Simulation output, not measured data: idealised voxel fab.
voxel tone inversion: a process module
Square cell edge 5 nm, section width 175 nm, ID cut.
Cross-section = grid of square cells, listed top down in bands; band = one or more rows.
It is stipulated that each band's entry specify, in nanometres, the height of the top of the band and then that of its bottom, followed by the materials of the band in left-to-right sequence, each together with its width in nanometres. A single material marked by the word "throughout" is understood to fill the band from edge to edge; the word "empty" is understood to denote empty space.
Heads up on the height convention: 0 is the point under which the incoming wafer is all one material, and the lowest band has no bottom, it just keeps going down, like "0 nm and below".
Width spec "30->40" -> top row of cells at first value, bottom row at second value, equal per-row change in between.
Where a step carries "remains unaltered", the cross-section came out of it unchanged, cell for cell.
Closed-off voids of 8+ cells (no open route to the top) go in "Trapped cavities", written width x height at distance from the left edge, in nm.
Anything after a step's settings on that line? It's the simulator's own note about the step.
On any step carrying a mask, the "overlay nm" setting, if present on the step's line, tells how far right of its planned place the mask lay; negative values point to the left.

## Process steps (planned)
1: RECEIVE: material Si
2: CONFORMAL_DEP: material SiCN, thk nm 5
3: DIRECTIONAL_DEP: material aC, thk nm 25
4: PATTERN: tone cover, mask id POSTS, material resist, width nm 25, pitch nm 55, thk nm 35, overlay nm -5
5: DIRECTIONAL_ETCH: etch materials aC, depth nm 25
6: STRIP: etch materials resist
7: FILL_DEP: material SiO2, thk nm 5
8: CMP: height nm 30
9: STRIP: etch materials aC
Where the wafers of this document differ is in the overlay nm of step 4; they start out the same, and the plan states the value that applied to the first wafer.

## Cut through the first of several wafers as received, post step 1
  0 nm and below  Si throughout
  Trapped cavities: none

## Note: the following table is arranged by wafer, a row apiece. Each row reports the end-of-module state: per material, cells gained (+) or cells lost (-) compared with the wafer as received; closed voids follow
overlay nm -5 | +35 SiCN | +100 SiO2 | Trapped cavities: none
overlay nm 0 | +35 SiCN | +100 SiO2 | Trapped cavities: none
overlay nm 5 | +35 SiCN | +100 SiO2 | Trapped cavities: none
